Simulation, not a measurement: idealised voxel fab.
Process module name: voxel ribs on slabs
We display cut, a cross-section 265 nm in width whose square cells are each 5 nm.
Cross-sections here: square-cell grids, written as top-down lists of bands, a band being one or more rows of cells.
Per band: top height and bottom height in nm, followed by the left-to-right materials and their widths in nm; "edge to edge" marks a single material spanning edge to edge, "air" marks empty space.
A quick word on heights: they are counted from 0, and under that level the wafer as it came to us is one material throughout. The lowest band is different from the rest in having no bottom; it simply continues downward, written as in "z 0 and below".
The width entry "30->40" should be interpreted row by row: the top row of cells in the band takes the first number, the bottom row takes the second number, and the change between adjacent rows is uniform throughout.
"no alteration" for a step: no cell of the cross-section changed in that step.
Entry "Enclosed void entries". Content: empty spaces with no open connection to the top, size 8 cells or greater. Each: width x height at distance. Distance: from left edge. Unit: nm.
Whatever follows a step's settings on its line is a remark the simulator itself makes about that step.
"overlay nm" answers the question of how far to the right of plan the mask lay on a step that has a mask, and when it is negative the answer is to the left.

[Set out below are the planned steps of the process]
| 1 | RECEIVE, material Si |
| 2 | DIRECTIONAL_DEP, material SiO2, thk nm 20 |
| 3 | DIRECTIONAL_DEP, material polySi, thk nm 20 |
| 4 | DIRECTIONAL_DEP, material aC, thk nm 15 |
| 5 | PATTERN, tone cover, mask id RIB, material resist, width nm 20, thk nm 30, overlay nm 0 |
| 6 | DIRECTIONAL_ETCH, etch materials aC, depth nm 15 |
| 7 | STRIP, etch materials resist |
| 8 | DIRECTIONAL_ETCH, etch materials polySi, depth nm 10 |
| 9 | STRIP, etch materials aC |
| 10 | MASKED_ETCH, tone cover, mask id SLAB, width nm 50, etch materials polySi, depth nm 10, overlay nm 0 |
| 11 | FILL_DEP, material SiO2, thk nm 15 |
| 12 | CMP, height nm 50 |
| 13 | DIRECTIONAL_DEP, material W, thk nm 10 |
| 14 | MASKED_ETCH, tone cover, mask id HEATER, width nm 30, etch materials W, depth nm 10, overlay nm 0 |
| 15 | CONFORMAL_DEP, material SiN, thk nm 5 |

[As-received wafer cross-section (after step 1)]
- z 0 and below  Si edge to edge
- Enclosed void entries: none

[The plan above was carried out on the starting structure above with one mistake, and this cross-section shows the wafer at the end of the module]
- z 65 to 60  110 of air  40 of SiN  115 of air
- z 60 to 55  110 of air  5 of SiN  30 of W  5 of SiN  115 of air
- z 55 to 50  115 of SiN  30 of W  120 of SiN
- z 50 to 40  SiO2 edge to edge
- z 40 to 35  120 of SiO2  20 of polySi  125 of SiO2
- z 35 to 25  105 of SiO2  50 of polySi  110 of SiO2
- z 25 to 20  polySi edge to edge
- z 20 to 0  SiO2 edge to edge
- z 0 and below  Si edge to edge
- Enclosed void entries: none
What went wrong in running the wafer? not per plan at step 8, really ran DIRECTIONAL_ETCH, etch materials polySi, depth nm 5
